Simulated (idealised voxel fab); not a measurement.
Name of the process module below: voxel self aligned contacts
Pictured: cross-section cut, 210 nm wide, on a grid of 5 nm square cells.
A cross-section is written here as square cells arranged in a grid, and it is given in bands from the top down, each band taking up one or more rows of cells. Quick guide to a band line: top height, bottom height (nm) up front; then every material left to right with its width in nm. Only one material and it's marked "edge to edge"? Then it fills the band edge to edge. And "empty" just means empty space. The reference from which all heights are counted is 0, the level beneath which the as-received wafer is entirely one material; the lowest band, having no lower bound, proceeds downward and is written after the example "z 0 and below". Width: "30 to 40" (first number = top row, second number = bottom row, same change from row to row of cells). The designation "remained unchanged", where it is given for a processing step, indicates that no cell of the cross-section was altered in the course of that step. Entry "Sealed void list". Content: empty spaces with no open connection to the top, size 8 cells or greater. Each: width x height at distance. Distance: from left edge. Unit: nm. Heads up: the bit after the settings on a step's line is the simulator's remark on that step. The line of a step may include "overlay nm". On a step with a mask, this value is how far to the right of its planned place the mask lay. A negative value means the mask lay to the left.
# Process steps - plan
- 1: op RECEIVE | material Si
- 2: op CONFORMAL_DEP | material SiO2 | thk nm 5
- 3: op DIRECTIONAL_DEP | material polySi | thk nm 20
- 4: op DIRECTIONAL_DEP | material SiN | thk nm 15
- 5: op DIRECTIONAL_DEP | material aC | thk nm 10
- 6: op PATTERN | tone cover | mask id GATE | material resist | width nm 35 | pitch nm 60 | thk nm 25 | overlay nm 0
- 7: op DIRECTIONAL_ETCH | etch materials aC | depth nm 10
- 8: op STRIP | etch materials resist
- 9: op DIRECTIONAL_ETCH | etch materials SiN | depth nm 15
- 10: op DIRECTIONAL_ETCH | etch materials polySi | depth nm 20
- 11: op STRIP | etch materials aC
- 12: op CONFORMAL_DEP | material SiN | thk nm 5
- 13: op DIRECTIONAL_ETCH | etch materials SiN | depth nm 5
- 14: op FILL_DEP | material SiO2 | thk nm 10
- 15: op CMP | height nm 45
- 16: op PATTERN | tone open | mask id CONTACT | material resist | width nm 35 | thk nm 15 | overlay nm 0
- 17: op DIRECTIONAL_ETCH | etch materials SiO2 | depth nm 45
- 18: op STRIP | etch materials resist
- 19: op CONFORMAL_DEP | material TiN | thk nm 5
- 20: op FILL_DEP | material W | thk nm 10
- 21: op CMP | height nm 45
- 22: op CONFORMAL_DEP | material SiCN | thk nm 5
# Shown in cross-section is the wafer as received, that is, as it stands after step 1
* z 0 and below = Si edge to edge
* Sealed void list: none
# Cross-section taken at module completion on the first of two wafers; processed per the plan
* z 50 to 45 = SiCN edge to edge
* z 45 to 40 = SiO2=85, TiN=15, W=5, TiN=15, SiO2=90
* z 40 to 25 = SiO2=50, SiN=45, TiN=5, W=5, TiN=5, SiN=45, SiO2=55
* z 25 to 5 = SiO2=50, SiN=5, polySi=35, SiN=5, TiN=5, W=5, TiN=5, SiN=5, polySi=35, SiN=5, SiO2=55
* z 5 to 0 = SiO2=95, TiN=15, SiO2=100
* z 0 and below = Si edge to edge
* Sealed void list: none
# Presented here is a cross-section of the second of the two wafers as it stood at the end of the module. It was started in the same manner and assigned the same plan as the first wafer; however, one mistake was made in its execution
* z 65 to 60 = SiCN edge to edge
* z 60 to 50 = W edge to edge
* z 50 to 45 = TiN=90, W=25, TiN=95
* z 45 to 40 = SiO2=85, TiN=15, W=5, TiN=15, SiO2=90
* z 40 to 25 = SiO2=50, SiN=45, TiN=5, W=5, TiN=5, SiN=45, SiO2=55
* z 25 to 5 = SiO2=50, SiN=5, polySi=35, SiN=5, TiN=5, W=5, TiN=5, SiN=5, polySi=35, SiN=5, SiO2=55
* z 5 to 0 = SiO2=95, TiN=15, SiO2=100
* z 0 and below = Si edge to edge
* Sealed void list: none
So what did we get wrong on this run? step 21 of the plan got skipped, so it never ran
Per the end-of-run cell counts, the second wafer holds more or fewer of some materials than the first: 37 more of TiN, 89 more of W
